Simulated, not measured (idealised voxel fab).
process module | voxel local oxidation
cross-section cut | 170 nm wide | cells 5 nm
A cross-section is a grid of square cells, given in bands from the top down. A band is one or more rows of cells.
Each band's line starts with the height of the band's top and of its bottom, in nm. Then come its materials from left to right, each with its width in nm. One material with "throughout" fills the band from edge to edge. "air" is empty space.
Height 0 is the level under which the wafer as received is all one material. The lowest band goes on downwards, as in "0 down".
A width such as "30 to 40" changes by the same amount from each row of cells to the next, from the band's top row to its bottom row.
"no change" after a step means that no cell of the cross-section changed.
closed voids: empty space of 8 cells or more with no open way to the top, each as width x height at its distance from the left edge, in nm
after a step's settings: what the simulator itself notes on the step
overlay nm, on a step with a mask: how far to the right of its planned place the mask lay; to the left if negative
plan
1 op RECEIVE | material Si
2 op CONFORMAL_DEP | material SiO2 | thk nm 5
3 op CONFORMAL_DEP | material SiN | thk nm 15
4 op DIRECTIONAL_DEP | material aC | thk nm 15
5 op PATTERN | tone cover | mask id ACTIVE | material resist | width nm 100 | thk nm 30 | overlay nm 0
6 op DIRECTIONAL_ETCH | etch materials aC | depth nm 15
7 op STRIP | etch materials resist
8 op DIRECTIONAL_ETCH | etch materials SiN | depth nm 15
9 op STRIP | etch materials aC
10 op SELECTIVE_ETCH | etch materials SiO2 | depth nm 5
11 op OXIDIZE | depth nm 10
12 op STRIP | etch materials SiN
as received, after step 1
  0 down: Si throughout
  closed voids: none
first wafer at the end, as planned
  5 to 0: air 40 | SiO2 90 | air 40
  0 to -10: SiO2 50 | Si 70 | SiO2 50
  -10 down: Si throughout
  closed voids: none
second wafer at the end: like start, like plan, one mistake
  30 to 20: SiO2 throughout
  20 to 5: SiN throughout
  5 to 0: SiO2 throughout
  0 down: Si throughout
  closed voids: none
what went wrong: step 4 ran as: op DIRECTIONAL_DEP | material SiO2 | thk nm 15
at the end the second wafer has, in cells: 40 more of Si | 102 more of SiN | 44 more of SiO2
